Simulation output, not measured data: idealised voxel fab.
Process module heading - voxel spacer lines
It is cross-section cut that appears here, measuring 220 nm in width, its square cells being 5 nm in size.
Cross-section, as written here: a square-cell grid given band by band from the top down, where a band holds one or more rows of cells. Top, bottom (nm), then materials left to right with widths (nm); lone material tagged "throughout" fills the whole band edge to edge; "blank" = empty space. Heights are reckoned from 0. Under this level, the received wafer is all of one material. The bottommost band is open-ended downward, for example "z 0 and below". Width "30->40": first value at the band's top row of cells, second value at its bottom row, equal change from row to row. The designation "nothing changed", where it is given for a processing step, indicates that no cell of the cross-section was altered in the course of that step. Fully sealed cavities: empty space of 8 cells or more with no open way to the top, each as width x height at its distance from the left edge, in nm. That trailing text on a step's line, after the settings, is the simulator's own remark on the step. If you see "overlay nm" on a step's line and that step has a mask, it's telling you how far right of where it was planned the mask ended up; a negative number means it went left instead.
Below is the list of planned process steps
1: RECEIVE | material Si
2: CONFORMAL_DEP | material Al2O3 | thk nm 5
3: DIRECTIONAL_DEP | material TiN | thk nm 20
4: DIRECTIONAL_DEP | material aC | thk nm 30
5: PATTERN | tone cover | mask id MANDREL | material resist | width nm 20 | pitch nm 70 | thk nm 40 | overlay nm 0
6: DIRECTIONAL_ETCH | etch materials aC | depth nm 30
7: STRIP | etch materials resist
8: CONFORMAL_DEP | material SiN | thk nm 15
9: DIRECTIONAL_ETCH | etch materials SiN | depth nm 15
10: STRIP | etch materials aC
11: DIRECTIONAL_ETCH | etch materials TiN | depth nm 20
12: STRIP | etch materials SiN
Delivered wafer in cross-section: state after step 1
z 0 and below: Si throughout
Fully sealed cavities: none
The module was run from the start shown above using the plan shown above, but one mistake was made doing it; the resulting wafer cross-section is below
z 25 to 5: blank (15); TiN (50); blank (20); TiN (50); blank (20); TiN (50); blank (15)
z 5 to 0: Al2O3 throughout
z 0 and below: Si throughout
Fully sealed cavities: none
Processing error: order of steps 10 and 11 inverted relative to the plan
